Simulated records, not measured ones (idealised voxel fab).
Presented below is a process module, voxel wiring stack.
In the cross-section labelled cut, the width is 170 nm and each square cell is 5 nm.
Reading order for cross-sections: top band down to bottom band. Underlying form: a grid of square cells. Band size: one or more rows of cells.
Quick guide to a band line: top height, bottom height (nm) up front; then every material left to right with its width in nm. Only one material and it's marked "throughout"? Then it fills the band edge to edge. And "blank" just means empty space.
Convention: height 0 is the level below which the wafer, as received, is all one material. The lowest band does not terminate at the bottom but continues downward, represented as "from 0 down".
Width spec "30 to 40" -> top row of cells at first value, bottom row at second value, equal per-row change in between.
Key: "nothing was modified" - step with no changed cell in the cross-section.
The entry "Closed internal cavities" lists the empty spaces that cover at least 8 cells and have no open path to the top. Each is written as width x height at distance, where the distance is measured from the left edge and all three values are in nm.
On each step's line, the part that comes after the settings is the simulator's own comment on the step.
The "overlay nm" setting may appear on a step's line; for a step that uses a mask, it gives how far to the right of its planned position the mask lay, and a negative value indicates the left.
Read the rest as pairs. Take the cross-section before one process step, then the cross-section after it, which shows only down to the lowest band that changed. Under the pair, find the step between them and its settings. Bear in mind that pairs may come from different runs of this module on the same starting wafer: link a pair to the pair above it only where its entry headed "Ex-ante state" says to.

[Ex-ante state]
* from 90 to 85 = SiCN throughout
* from 85 to 60 = 30 SiO2, 5 TiN, 10 Cu, 5 TiN, 25 SiO2, 5 TiN, 10 Cu, 5 TiN, 25 SiO2, 5 TiN, 10 Cu, 5 TiN, 30 SiO2
* from 60 to 55 = 30 SiCN, 20 TiN, 25 SiCN, 20 TiN, 25 SiCN, 20 TiN, 30 SiCN
* from 55 to 45 = 30 lowk, 15 Ru, 30 lowk, 15 Ru, 30 lowk, 15 Ru, 35 lowk
* from 45 to 40 = 30 SiCN, 15 Ru, 30 SiCN, 15 Ru, 30 SiCN, 15 Ru, 35 SiCN
* from 40 to 35 = 25 lowk, 5 SiCN, 20 W, 5 SiCN, 15 lowk, 5 SiCN, 20 W, 5 SiCN, 15 lowk, 5 SiCN, 20 W, 5 SiCN, 25 lowk
* from 35 to 30 = 30 SiCN, 20 TiN, 25 SiCN, 20 TiN, 25 SiCN, 20 TiN, 30 SiCN
* from 30 to 0 = SiO2 throughout
* from 0 down = Si throughout
* Closed internal cavities: none

[Resulting Structure]
* from 120 to 90 = SiO2 throughout
* All layers under 90 are left as they were.
* Closed internal cavities: none
Name the step between the before and after sections above: DIRECTIONAL_DEP (material SiO2; thk nm 30)

Ex-ante state: the pre-step structure is the one depicted after the step in the pair just above.

[Resulting Structure]
* from 120 to 90 = 30 SiO2, 15 blank, 30 SiO2, 15 blank, 30 SiO2, 15 blank, 35 SiO2
* All layers under 90 are left as they were.
* Closed internal cavities: none
Name the step between the before and after sections above: MASKED_ETCH (tone open; mask id METAL_3_HOLES; width nm 15; pitch nm 45; etch materials SiO2; depth nm 30; overlay nm 0)

Ex-ante state: the pre-step structure is the one depicted after the step in the pair just above.

[Resulting Structure]
* from 120 to 100 = 30 SiO2, 20 blank, 25 SiO2, 20 blank, 25 SiO2, 20 blank, 30 SiO2
* All layers under 100 are left as they were.
* Closed internal cavities: none
Name the step between the before and after sections above: MASKED_ETCH (tone open; mask id METAL_3; width nm 20; pitch nm 45; etch materials SiO2; depth nm 20; overlay nm 0)

Ex-ante state: the pre-step structure is the one depicted after the step in the pair just above.

[Resulting Structure]
* from 120 to 100 = 30 SiO2, 20 blank, 25 SiO2, 20 blank, 25 SiO2, 20 blank, 30 SiO2
* from 100 to 90 = 30 SiO2, 15 blank, 30 SiO2, 15 blank, 30 SiO2, 15 blank, 35 SiO2
* from 90 to 85 = 30 SiCN, 15 blank, 30 SiCN, 15 blank, 30 SiCN, 15 blank, 35 SiCN
* All layers under 85 are left as they were.
* Closed internal cavities: none
Name the step between the before and after sections above: MASKED_ETCH (tone open; mask id METAL_3; width nm 20; pitch nm 45; etch materials SiCN; depth nm 5; overlay nm 0)

Ex-ante state: the pre-step structure is the one depicted after the step in the pair just above.

[Resulting Structure]
* from 125 to 120 = 35 TiN, 10 blank, 35 TiN, 10 blank, 35 TiN, 10 blank, 35 TiN
* from 120 to 105 = 30 SiO2, 5 TiN, 10 blank, 5 TiN, 25 SiO2, 5 TiN, 10 blank, 5 TiN, 25 SiO2, 5 TiN, 10 blank, 5 TiN, 30 SiO2
* from 105 to 100 = 30 SiO2, 5 TiN, 5 blank, 10 TiN, 25 SiO2, 5 TiN, 5 blank, 10 TiN, 25 SiO2, 5 TiN, 5 blank, 10 TiN, 30 SiO2
* from 100 to 90 = 30 SiO2, 5 TiN, 5 blank, 5 TiN, 30 SiO2, 5 TiN, 5 blank, 5 TiN, 30 SiO2, 5 TiN, 5 blank, 5 TiN, 35 SiO2
* from 90 to 85 = 30 SiCN, 15 TiN, 30 SiCN, 15 TiN, 30 SiCN, 15 TiN, 35 SiCN
* All layers under 85 are left as they were.
* Closed internal cavities: none
Name the step between the before and after sections above: CONFORMAL_DEP (material TiN; thk nm 5)

Ex-ante state: the pre-step structure is the one depicted after the step in the pair just above.

[Resulting Structure]
* from 130 to 125 = Ru throughout
* from 125 to 120 = 35 TiN, 10 Ru, 35 TiN, 10 Ru, 35 TiN, 10 Ru, 35 TiN
* from 120 to 105 = 30 SiO2, 5 TiN, 10 Ru, 5 TiN, 25 SiO2, 5 TiN, 10 Ru, 5 TiN, 25 SiO2, 5 TiN, 10 Ru, 5 TiN, 30 SiO2
* from 105 to 100 = 30 SiO2, 5 TiN, 5 Ru, 10 TiN, 25 SiO2, 5 TiN, 5 Ru, 10 TiN, 25 SiO2, 5 TiN, 5 Ru, 10 TiN, 30 SiO2
* from 100 to 90 = 30 SiO2, 5 TiN, 5 Ru, 5 TiN, 30 SiO2, 5 TiN, 5 Ru, 5 TiN, 30 SiO2, 5 TiN, 5 Ru, 5 TiN, 35 SiO2
* All layers under 90 are left as they were.
* Closed internal cavities: none
Name the step between the before and after sections above: FILL_DEP (material Ru; thk nm 5)

Ex-ante state: the pre-step structure is the one depicted after the step in the pair just above.

[Resulting Structure]
* from 120 to 105 = 30 SiO2, 5 TiN, 10 Ru, 5 TiN, 25 SiO2, 5 TiN, 10 Ru, 5 TiN, 25 SiO2, 5 TiN, 10 Ru, 5 TiN, 30 SiO2
* All layers under 105 are left as they were.
* Closed internal cavities: none
Name the step between the before and after sections above: CMP (height nm 120)

Ex-ante state: the pre-step structure is the one depicted after the step in the pair just above.

[Resulting Structure]
* from 125 to 120 = SiCN throughout
* All layers under 120 are left as they were.
* Closed internal cavities: none
Name the step between the before and after sections above: CONFORMAL_DEP (material SiCN; thk nm 5)

Ex-ante state: the pre-step structure is the one depicted after the step in the pair just above.

[Resulting Structure]
* from 155 to 125 = SiO2 throughout
* All layers under 125 are left as they were.
* Closed internal cavities: none
Name the step between the before and after sections above: DIRECTIONAL_DEP (material SiO2; thk nm 30)

Ex-ante state: the pre-step structure is the one depicted after the step in the pair just above.

[Resulting Structure]
* from 155 to 125 = 30 SiO2, 15 blank, 75 SiO2, 15 blank, 35 SiO2
* All layers under 125 are left as they were.
* Closed internal cavities: none
Name the step between the before and after sections above: MASKED_ETCH (tone open; mask id METAL_4_HOLES; width nm 15; pitch nm 90; etch materials SiO2; depth nm 30; overlay nm 0)

Ex-ante state: the pre-step structure is the one depicted after the step in the pair just above.

[Resulting Structure]
* from 155 to 135 = 30 SiO2, 20 blank, 25 SiO2, 20 blank, 25 SiO2, 20 blank, 30 SiO2
* All layers under 135 are left as they were.
* Closed internal cavities: none
Name the step between the before and after sections above: MASKED_ETCH (tone open; mask id METAL_4; width nm 20; pitch nm 45; etch materials SiO2; depth nm 20; overlay nm 0)

Ex-ante state: the pre-step structure is the one depicted after the step in the pair just above.

[Resulting Structure]
* from 155 to 135 = 30 SiO2, 20 blank, 25 SiO2, 20 blank, 25 SiO2, 20 blank, 30 SiO2
* from 135 to 125 = 30 SiO2, 15 blank, 75 SiO2, 15 blank, 35 SiO2
* from 125 to 120 = 30 SiCN, 15 blank, 75 SiCN, 15 blank, 35 SiCN
* All layers under 120 are left as they were.
* Closed internal cavities: none
Name the step between the before and after sections above: MASKED_ETCH (tone open; mask id METAL_4; width nm 20; pitch nm 45; etch materials SiCN; depth nm 5; overlay nm 0)

Ex-ante state: the pre-step structure is the one depicted after the step in the pair just above.

[Resulting Structure]
* from 160 to 155 = 35 TiN, 10 blank, 35 TiN, 10 blank, 35 TiN, 10 blank, 35 TiN
* from 155 to 140 = 30 SiO2, 5 TiN, 10 blank, 5 TiN, 25 SiO2, 5 TiN, 10 blank, 5 TiN, 25 SiO2, 5 TiN, 10 blank, 5 TiN, 30 SiO2
* from 140 to 135 = 30 SiO2, 5 TiN, 5 blank, 10 TiN, 25 SiO2, 20 TiN, 25 SiO2, 5 TiN, 5 blank, 10 TiN, 30 SiO2
* from 135 to 125 = 30 SiO2, 5 TiN, 5 blank, 5 TiN, 75 SiO2, 5 TiN, 5 blank, 5 TiN, 35 SiO2
* from 125 to 120 = 30 SiCN, 15 TiN, 75 SiCN, 15 TiN, 35 SiCN
* All layers under 120 are left as they were.
* Closed internal cavities: none
Name the step between the before and after sections above: CONFORMAL_DEP (material TiN; thk nm 5)

Ex-ante state: the pre-step structure is the one depicted after the step in the pair just above.

[Resulting Structure]
* from 165 to 160 = Ru throughout
* from 160 to 155 = 35 TiN, 10 Ru, 35 TiN, 10 Ru, 35 TiN, 10 Ru, 35 TiN
* from 155 to 140 = 30 SiO2, 5 TiN, 10 Ru, 5 TiN, 25 SiO2, 5 TiN, 10 Ru, 5 TiN, 25 SiO2, 5 TiN, 10 Ru, 5 TiN, 30 SiO2
* from 140 to 135 = 30 SiO2, 5 TiN, 5 Ru, 10 TiN, 25 SiO2, 20 TiN, 25 SiO2, 5 TiN, 5 Ru, 10 TiN, 30 SiO2
* from 135 to 125 = 30 SiO2, 5 TiN, 5 Ru, 5 TiN, 75 SiO2, 5 TiN, 5 Ru, 5 TiN, 35 SiO2
* All layers under 125 are left as they were.
* Closed internal cavities: none
Name the step between the before and after sections above: FILL_DEP (material Ru; thk nm 5)

Ex-ante state: the pre-step structure is the one depicted after the step in the pair just above.

[Resulting Structure]
* from 155 to 140 = 30 SiO2, 5 TiN, 10 Ru, 5 TiN, 25 SiO2, 5 TiN, 10 Ru, 5 TiN, 25 SiO2, 5 TiN, 10 Ru, 5 TiN, 30 SiO2
* All layers under 140 are left as they were.
* Closed internal cavities: none
Name the step between the before and after sections above: CMP (height nm 155)

Ex-ante state: the pre-step structure is the one depicted after the step in the pair just above.

[Resulting Structure]
* from 160 to 155 = SiN throughout
* All layers under 155 are left as they were.
* Closed internal cavities: none
Name the step between the before and after sections above: CONFORMAL_DEP (material SiN; thk nm 5)

[Ex-ante state]
* from 15 to 0 = SiO2 throughout
* from 0 down = Si throughout
* Closed internal cavities: none

[Resulting Structure]
* from 35 to 15 = W throughout
* All layers under 15 are left as they were.
* Closed internal cavities: none
Name the step between the before and after sections above: DIRECTIONAL_DEP (material W; thk nm 20)

Ex-ante state: the pre-step structure is the one depicted after the step in the pair just above.

[Resulting Structure]
* from 40 to 35 = TiN throughout
* All layers under 35 are left as they were.
* Closed internal cavities: none
Name the step between the before and after sections above: DIRECTIONAL_DEP (material TiN; thk nm 5)

Ex-ante state: the pre-step structure is the one depicted after the step in the pair just above.

[Resulting Structure]
* from 60 to 40 = 30 blank, 20 resist, 25 blank, 20 resist, 25 blank, 20 resist, 30 blank
* All layers under 40 are left as they were.
* Closed internal cavities: none
Name the step between the before and after sections above: PATTERN (tone cover; mask id METAL_1; material resist; width nm 20; pitch nm 45; thk nm 20; overlay nm 0)

Ex-ante state: the pre-step structure is the one depicted after the step in the pair just above.

[Resulting Structure]
* from 60 to 40 = 30 blank, 20 resist, 25 blank, 20 resist, 25 blank, 20 resist, 30 blank
* from 40 to 35 = 30 blank, 20 TiN, 25 blank, 20 TiN, 25 blank, 20 TiN, 30 blank
* All layers under 35 are left as they were.
* Closed internal cavities: none
Name the step between the before and after sections above: DIRECTIONAL_ETCH (etch materials TiN; depth nm 5)

Ex-ante state: the pre-step structure is the one depicted after the step in the pair just above.

[Resulting Structure]
* from 40 to 35 = 30 blank, 20 TiN, 25 blank, 20 TiN, 25 blank, 20 TiN, 30 blank
* All layers under 35 are left as they were.
* Closed internal cavities: none
Name the step between the before and after sections above: STRIP (etch materials resist)

Ex-ante state: the pre-step structure is the one depicted after the step in the pair just above.

[Resulting Structure]
* from 45 to 40 = 25 blank, 30 SiCN, 15 blank, 30 SiCN, 15 blank, 30 SiCN, 25 blank
* from 40 to 35 = 30 SiCN, 20 TiN, 25 SiCN, 20 TiN, 25 SiCN, 20 TiN, 30 SiCN
* All layers under 35 are left as they were.
* Closed internal cavities: none
Name the step between the before and after sections above: CONFORMAL_DEP (material SiCN; thk nm 5)

Ex-ante state: the pre-step structure is the one depicted after the step in the pair just above.

[Resulting Structure]
* from 55 to 45 = lowk throughout
* from 45 to 40 = 25 lowk, 30 SiCN, 15 lowk, 30 SiCN, 15 lowk, 30 SiCN, 25 lowk
* All layers under 40 are left as they were.
* Closed internal cavities: none
Name the step between the before and after sections above: FILL_DEP (material lowk; thk nm 10)

Ex-ante state: the pre-step structure is the one depicted after the step in the pair just above.

[Resulting Structure]
* from 40 to 35 = 30 SiCN, 20 TiN, 25 SiCN, 20 TiN, 25 SiCN, 20 TiN, 30 SiCN
* All layers under 35 are left as they were.
* Closed internal cavities: none
Name the step between the before and after sections above: CMP (height nm 40)

Ex-ante state: the pre-step structure is the one depicted after the step in the pair just above.

[Resulting Structure]
* from 45 to 40 = SiCN throughout
* All layers under 40 are left as they were.
* Closed internal cavities: none
Name the step between the before and after sections above: CONFORMAL_DEP (material SiCN; thk nm 5)

Ex-ante state: the pre-step structure is the one depicted after the step in the pair just above.

[Resulting Structure]
* from 55 to 45 = lowk throughout
* All layers under 45 are left as they were.
* Closed internal cavities: none
Name the step between the before and after sections above: DIRECTIONAL_DEP (material lowk; thk nm 10)

Ex-ante state: the pre-step structure is the one depicted after the step in the pair just above.

[Resulting Structure]
* from 65 to 55 = aC throughout
* All layers under 55 are left as they were.
* Closed internal cavities: none
Name the step between the before and after sections above: DIRECTIONAL_DEP (material aC; thk nm 10)

Ex-ante state: the pre-step structure is the one depicted after the step in the pair just above.

[Resulting Structure]
* from 95 to 65 = 30 resist, 15 blank, 30 resist, 15 blank, 30 resist, 15 blank, 35 resist
* All layers under 65 are left as they were.
* Closed internal cavities: none
Name the step between the before and after sections above: PATTERN (tone open; mask id PLUG_1; material resist; width nm 15; pitch nm 45; thk nm 30; overlay nm 0)

Ex-ante state: the pre-step structure is the one depicted after the step in the pair just above.

[Resulting Structure]
* from 85 to 65 = 30 resist, 15 blank, 30 resist, 15 blank, 30 resist, 15 blank, 35 resist
* from 65 to 55 = 30 aC, 15 blank, 30 aC, 15 blank, 30 aC, 15 blank, 35 aC
* All layers under 55 are left as they were.
* Closed internal cavities: none
Name the step between the before and after sections above: DIRECTIONAL_ETCH (etch materials aC; depth nm 10)

Ex-ante state: the pre-step structure is the one depicted after the step in the pair just above.

[Resulting Structure]
* from 65 to 55 = 30 aC, 15 blank, 30 aC, 15 blank, 30 aC, 15 blank, 35 aC
* All layers under 55 are left as they were.
* Closed internal cavities: none
Name the step between the before and after sections above: STRIP (etch materials resist)

Ex-ante state: the pre-step structure is the one depicted after the step in the pair just above.

[Resulting Structure]
* from 65 to 55 = 30 aC, 15 blank, 30 aC, 15 blank, 30 aC, 15 blank, 35 aC
* from 55 to 45 = 30 lowk, 15 blank, 30 lowk, 15 blank, 30 lowk, 15 blank, 35 lowk
* All layers under 45 are left as they were.
* Closed internal cavities: none
Name the step between the before and after sections above: DIRECTIONAL_ETCH (etch materials lowk; depth nm 10)

Ex-ante state: the pre-step structure is the one depicted after the step in the pair just above.

[Resulting Structure]
* from 65 to 55 = 30 aC, 15 blank, 30 aC, 15 blank, 30 aC, 15 blank, 35 aC
* from 55 to 45 = 30 lowk, 15 blank, 30 lowk, 15 blank, 30 lowk, 15 blank, 35 lowk
* from 45 to 40 = 30 SiCN, 15 blank, 30 SiCN, 15 blank, 30 SiCN, 15 blank, 35 SiCN
* All layers under 40 are left as they were.
* Closed internal cavities: none
Name the step between the before and after sections above: DIRECTIONAL_ETCH (etch materials SiCN; depth nm 5)

Ex-ante state: the pre-step structure is the one depicted after the step in the pair just above.

[Resulting Structure]
* from 55 to 45 = 30 lowk, 15 blank, 30 lowk, 15 blank, 30 lowk, 15 blank, 35 lowk
* All layers under 45 are left as they were.
* Closed internal cavities: none
Name the step between the before and after sections above: STRIP (etch materials aC)

Ex-ante state: the pre-step structure is the one depicted after the step in the pair just above.

[Resulting Structure]
* from 55 to 50 = 30 lowk, 15 blank, 30 lowk, 15 blank, 30 lowk, 15 blank, 35 lowk
* from 50 to 45 = 30 lowk, 15 Ru, 30 lowk, 15 Ru, 30 lowk, 15 Ru, 35 lowk
* from 45 to 40 = 30 SiCN, 15 Ru, 30 SiCN, 15 Ru, 30 SiCN, 15 Ru, 35 SiCN
* All layers under 40 are left as they were.
* Closed internal cavities: none
Name the step between the before and after sections above: EPI (material Ru; thk nm 10)

Ex-ante state: the pre-step structure is the one depicted after the step in the pair just above.

[Resulting Structure]
* from 55 to 45 = 30 lowk, 15 Ru, 30 lowk, 15 Ru, 30 lowk, 15 Ru, 35 lowk
* All layers under 45 are left as they were.
* Closed internal cavities: none
Name the step between the before and after sections above: EPI (material Ru; thk nm 5)

Ex-ante state: the pre-step structure is the one depicted after the step in the pair just above.

[Resulting Structure]
* from 60 to 55 = SiCN throughout
* All layers under 55 are left as they were.
* Closed internal cavities: none
Name the step between the before and after sections above: CONFORMAL_DEP (material SiCN; thk nm 5)

Ex-ante state: the pre-step structure is the one depicted after the step in the pair just above.

[Resulting Structure]
* from 85 to 60 = SiO2 throughout
* All layers under 60 are left as they were.
* Closed internal cavities: none
Name the step between the before and after sections above: DIRECTIONAL_DEP (material SiO2; thk nm 25)

Ex-ante state: the pre-step structure is the one depicted after the step in the pair just above.

[Resulting Structure]
* from 100 to 85 = aC throughout
* All layers under 85 are left as they were.
* Closed internal cavities: none
Name the step between the before and after sections above: DIRECTIONAL_DEP (material aC; thk nm 15)

Ex-ante state: the pre-step structure is the one depicted after the step in the pair just above.

[Resulting Structure]
* from 130 to 100 = 30 resist, 20 blank, 25 resist, 20 blank, 25 resist, 20 blank, 30 resist
* All layers under 100 are left as they were.
* Closed internal cavities: none
Name the step between the before and after sections above: PATTERN (tone open; mask id METAL_2; material resist; width nm 20; pitch nm 45; thk nm 30; overlay nm 0)

Ex-ante state: the pre-step structure is the one depicted after the step in the pair just above.

[Resulting Structure]
* from 115 to 100 = 30 resist, 20 blank, 25 resist, 20 blank, 25 resist, 20 blank, 30 resist
* from 100 to 85 = 30 aC, 20 blank, 25 aC, 20 blank, 25 aC, 20 blank, 30 aC
* All layers under 85 are left as they were.
* Closed internal cavities: none
Name the step between the before and after sections above: DIRECTIONAL_ETCH (etch materials aC; depth nm 15)

Ex-ante state: the pre-step structure is the one depicted after the step in the pair just above.

[Resulting Structure]
* from 100 to 85 = 30 aC, 20 blank, 25 aC, 20 blank, 25 aC, 20 blank, 30 aC
* All layers under 85 are left as they were.
* Closed internal cavities: none
Name the step between the before and after sections above: STRIP (etch materials resist)

Ex-ante state: the pre-step structure is the one depicted after the step in the pair just above.

[Resulting Structure]
* from 100 to 85 = 30 aC, 20 blank, 25 aC, 20 blank, 25 aC, 20 blank, 30 aC
* from 85 to 60 = 30 SiO2, 20 blank, 25 SiO2, 20 blank, 25 SiO2, 20 blank, 30 SiO2
* All layers under 60 are left as they were.
* Closed internal cavities: none
Name the step between the before and after sections above: DIRECTIONAL_ETCH (etch materials SiO2; depth nm 25)

Ex-ante state: the pre-step structure is the one depicted after the step in the pair just above.

[Resulting Structure]
* from 100 to 85 = 30 aC, 20 blank, 25 aC, 20 blank, 25 aC, 20 blank, 30 aC
* from 85 to 60 = 30 SiO2, 20 blank, 25 SiO2, 20 blank, 25 SiO2, 20 blank, 30 SiO2
* from 60 to 55 = 30 SiCN, 20 blank, 25 SiCN, 20 blank, 25 SiCN, 20 blank, 30 SiCN
* All layers under 55 are left as they were.
* Closed internal cavities: none
Name the step between the before and after sections above: DIRECTIONAL_ETCH (etch materials SiCN; depth nm 5)

Ex-ante state: the pre-step structure is the one depicted after the step in the pair just above.

[Resulting Structure]
* from 85 to 60 = 30 SiO2, 20 blank, 25 SiO2, 20 blank, 25 SiO2, 20 blank, 30 SiO2
* All layers under 60 are left as they were.
* Closed internal cavities: none
Name the step between the before and after sections above: STRIP (etch materials aC)

Ex-ante state: the pre-step structure is the one depicted after the step in the pair just above.

[Resulting Structure]
* from 90 to 85 = 35 TiN, 10 blank, 35 TiN, 10 blank, 35 TiN, 10 blank, 35 TiN
* from 85 to 60 = 30 SiO2, 5 TiN, 10 blank, 5 TiN, 25 SiO2, 5 TiN, 10 blank, 5 TiN, 25 SiO2, 5 TiN, 10 blank, 5 TiN, 30 SiO2
* from 60 to 55 = 30 SiCN, 20 TiN, 25 SiCN, 20 TiN, 25 SiCN, 20 TiN, 30 SiCN
* All layers under 55 are left as they were.
* Closed internal cavities: none
Name the step between the before and after sections above: CONFORMAL_DEP (material TiN; thk nm 5)

Ex-ante state: the pre-step structure is the one depicted after the step in the pair just above.

[Resulting Structure]
* from 100 to 90 = Cu throughout
* from 90 to 85 = 35 TiN, 10 Cu, 35 TiN, 10 Cu, 35 TiN, 10 Cu, 35 TiN
* from 85 to 60 = 30 SiO2, 5 TiN, 10 Cu, 5 TiN, 25 SiO2, 5 TiN, 10 Cu, 5 TiN, 25 SiO2, 5 TiN, 10 Cu, 5 TiN, 30 SiO2
* All layers under 60 are left as they were.
* Closed internal cavities: none
Name the step between the before and after sections above: FILL_DEP (material Cu; thk nm 10)

Ex-ante state: the pre-step structure is the one depicted after the step in the pair just above.

[Resulting Structure]
* from 85 to 60 = 30 SiO2, 5 TiN, 10 Cu, 5 TiN, 25 SiO2, 5 TiN, 10 Cu, 5 TiN, 25 SiO2, 5 TiN, 10 Cu, 5 TiN, 30 SiO2
* All layers under 60 are left as they were.
* Closed internal cavities: none
Name the step between the before and after sections above: CMP (height nm 85)

Ex-ante state: the pre-step structure is the one depicted after the step in the pair just above.

[Resulting Structure]
* from 90 to 85 = SiCN throughout
* All layers under 85 are left as they were.
* Closed internal cavities: none
Name the step between the before and after sections above: CONFORMAL_DEP (material SiCN; thk nm 5)

Ex-ante state: the pre-step structure is the one depicted after the step in the pair just above.

[Resulting Structure]
* from 120 to 90 = SiO2 throughout
* All layers under 90 are left as they were.
* Closed internal cavities: none
Name the step between the before and after sections above: DIRECTIONAL_DEP (material SiO2; thk nm 30)

Ex-ante state: the pre-step structure is the one depicted after the step in the pair just above.

[Resulting Structure]
* from 120 to 90 = 30 SiO2, 15 blank, 30 SiO2, 15 blank, 30 SiO2, 15 blank, 35 SiO2
* All layers under 90 are left as they were.
* Closed internal cavities: none
Name the step between the before and after sections above: MASKED_ETCH (tone open; mask id METAL_3_HOLES; width nm 15; pitch nm 45; etch materials SiO2; depth nm 30; overlay nm 0)

Ex-ante state: the pre-step structure is the one depicted after the step in the pair just above.

[Resulting Structure]
* from 120 to 100 = 30 SiO2, 20 blank, 25 SiO2, 20 blank, 25 SiO2, 20 blank, 30 SiO2
* All layers under 100 are left as they were.
* Closed internal cavities: none
Name the step between the before and after sections above: MASKED_ETCH (tone open; mask id METAL_3; width nm 20; pitch nm 45; etch materials SiO2; depth nm 20; overlay nm 0)

Ex-ante state: the pre-step structure is the one depicted after the step in the pair just above.

[Resulting Structure]
* from 120 to 100 = 30 SiO2, 20 blank, 25 SiO2, 20 blank, 25 SiO2, 20 blank, 30 SiO2
* from 100 to 90 = 30 SiO2, 15 blank, 30 SiO2, 15 blank, 30 SiO2, 15 blank, 35 SiO2
* from 90 to 85 = 30 SiCN, 15 blank, 30 SiCN, 15 blank, 30 SiCN, 15 blank, 35 SiCN
* All layers under 85 are left as they were.
* Closed internal cavities: none
Name the step between the before and after sections above: MASKED_ETCH (tone open; mask id METAL_3; width nm 20; pitch nm 45; etch materials SiCN; depth nm 5; overlay nm 0)

Ex-ante state: the pre-step structure is the one depicted after the step in the pair just above.

[Resulting Structure]
* from 125 to 120 = 35 TiN, 10 blank, 35 TiN, 10 blank, 35 TiN, 10 blank, 35 TiN
* from 120 to 105 = 30 SiO2, 5 TiN, 10 blank, 5 TiN, 25 SiO2, 5 TiN, 10 blank, 5 TiN, 25 SiO2, 5 TiN, 10 blank, 5 TiN, 30 SiO2
* from 105 to 100 = 30 SiO2, 5 TiN, 5 blank, 10 TiN, 25 SiO2, 5 TiN, 5 blank, 10 TiN, 25 SiO2, 5 TiN, 5 blank, 10 TiN, 30 SiO2
* from 100 to 90 = 30 SiO2, 5 TiN, 5 blank, 5 TiN, 30 SiO2, 5 TiN, 5 blank, 5 TiN, 30 SiO2, 5 TiN, 5 blank, 5 TiN, 35 SiO2
* from 90 to 85 = 30 SiCN, 15 TiN, 30 SiCN, 15 TiN, 30 SiCN, 15 TiN, 35 SiCN
* All layers under 85 are left as they were.
* Closed internal cavities: none
Name the step between the before and after sections above: CONFORMAL_DEP (material TiN; thk nm 5)

Ex-ante state: the pre-step structure is the one depicted after the step in the pair just above.

[Resulting Structure]
* from 130 to 125 = Ru throughout
* from 125 to 120 = 35 TiN, 10 Ru, 35 TiN, 10 Ru, 35 TiN, 10 Ru, 35 TiN
* from 120 to 105 = 30 SiO2, 5 TiN, 10 Ru, 5 TiN, 25 SiO2, 5 TiN, 10 Ru, 5 TiN, 25 SiO2, 5 TiN, 10 Ru, 5 TiN, 30 SiO2
* from 105 to 100 = 30 SiO2, 5 TiN, 5 Ru, 10 TiN, 25 SiO2, 5 TiN, 5 Ru, 10 TiN, 25 SiO2, 5 TiN, 5 Ru, 10 TiN, 30 SiO2
* from 100 to 90 = 30 SiO2, 5 TiN, 5 Ru, 5 TiN, 30 SiO2, 5 TiN, 5 Ru, 5 TiN, 30 SiO2, 5 TiN, 5 Ru, 5 TiN, 35 SiO2
* All layers under 90 are left as they were.
* Closed internal cavities: none
Name the step between the before and after sections above: FILL_DEP (material Ru; thk nm 5)

Ex-ante state: the pre-step structure is the one depicted after the step in the pair just above.

[Resulting Structure]
* from 120 to 105 = 30 SiO2, 5 TiN, 10 Ru, 5 TiN, 25 SiO2, 5 TiN, 10 Ru, 5 TiN, 25 SiO2, 5 TiN, 10 Ru, 5 TiN, 30 SiO2
* All layers under 105 are left as they were.
* Closed internal cavities: none
Name the step between the before and after sections above: CMP (height nm 120)

Ex-ante state: the pre-step structure is the one depicted after the step in the pair just above.

[Resulting Structure]
* from 125 to 120 = SiCN throughout
* All layers under 120 are left as they were.
* Closed internal cavities: none
Name the step between the before and after sections above: CONFORMAL_DEP (material SiCN; thk nm 5)

Ex-ante state: the pre-step structure is the one depicted after the step in the pair just above.

[Resulting Structure]
* from 155 to 125 = SiO2 throughout
* All layers under 125 are left as they were.
* Closed internal cavities: none
Name the step between the before and after sections above: DIRECTIONAL_DEP (material SiO2; thk nm 30)

Ex-ante state: the pre-step structure is the one depicted after the step in the pair just above.

[Resulting Structure]
* from 155 to 125 = 30 SiO2, 15 blank, 75 SiO2, 15 blank, 35 SiO2
* All layers under 125 are left as they were.
* Closed internal cavities: none
Name the step between the before and after sections above: MASKED_ETCH (tone open; mask id METAL_4_HOLES; width nm 15; pitch nm 90; etch materials SiO2; depth nm 30; overlay nm 0)

Ex-ante state: the pre-step structure is the one depicted after the step in the pair just above.

[Resulting Structure]
* from 155 to 135 = 30 SiO2, 20 blank, 25 SiO2, 20 blank, 25 SiO2, 20 blank, 30 SiO2
* All layers under 135 are left as they were.
* Closed internal cavities: none
Name the step between the before and after sections above: MASKED_ETCH (tone open; mask id METAL_4; width nm 20; pitch nm 45; etch materials SiO2; depth nm 20; overlay nm 0)

Ex-ante state: the pre-step structure is the one depicted after the step in the pair just above.

[Resulting Structure]
* from 155 to 135 = 30 SiO2, 20 blank, 25 SiO2, 20 blank, 25 SiO2, 20 blank, 30 SiO2
* from 135 to 125 = 30 SiO2, 15 blank, 75 SiO2, 15 blank, 35 SiO2
* from 125 to 120 = 30 SiCN, 15 blank, 75 SiCN, 15 blank, 35 SiCN
* All layers under 120 are left as they were.
* Closed internal cavities: none
Name the step between the before and after sections above: MASKED_ETCH (tone open; mask id METAL_4; width nm 20; pitch nm 45; etch materials SiCN; depth nm 5; overlay nm 0)

Ex-ante state: the pre-step structure is the one depicted after the step in the pair just above.

[Resulting Structure]
* from 160 to 155 = 35 TiN, 10 blank, 35 TiN, 10 blank, 35 TiN, 10 blank, 35 TiN
* from 155 to 140 = 30 SiO2, 5 TiN, 10 blank, 5 TiN, 25 SiO2, 5 TiN, 10 blank, 5 TiN, 25 SiO2, 5 TiN, 10 blank, 5 TiN, 30 SiO2
* from 140 to 135 = 30 SiO2, 5 TiN, 5 blank, 10 TiN, 25 SiO2, 20 TiN, 25 SiO2, 5 TiN, 5 blank, 10 TiN, 30 SiO2
* from 135 to 125 = 30 SiO2, 5 TiN, 5 blank, 5 TiN, 75 SiO2, 5 TiN, 5 blank, 5 TiN, 35 SiO2
* from 125 to 120 = 30 SiCN, 15 TiN, 75 SiCN, 15 TiN, 35 SiCN
* All layers under 120 are left as they were.
* Closed internal cavities: none
Name the step between the before and after sections above: CONFORMAL_DEP (material TiN; thk nm 5)
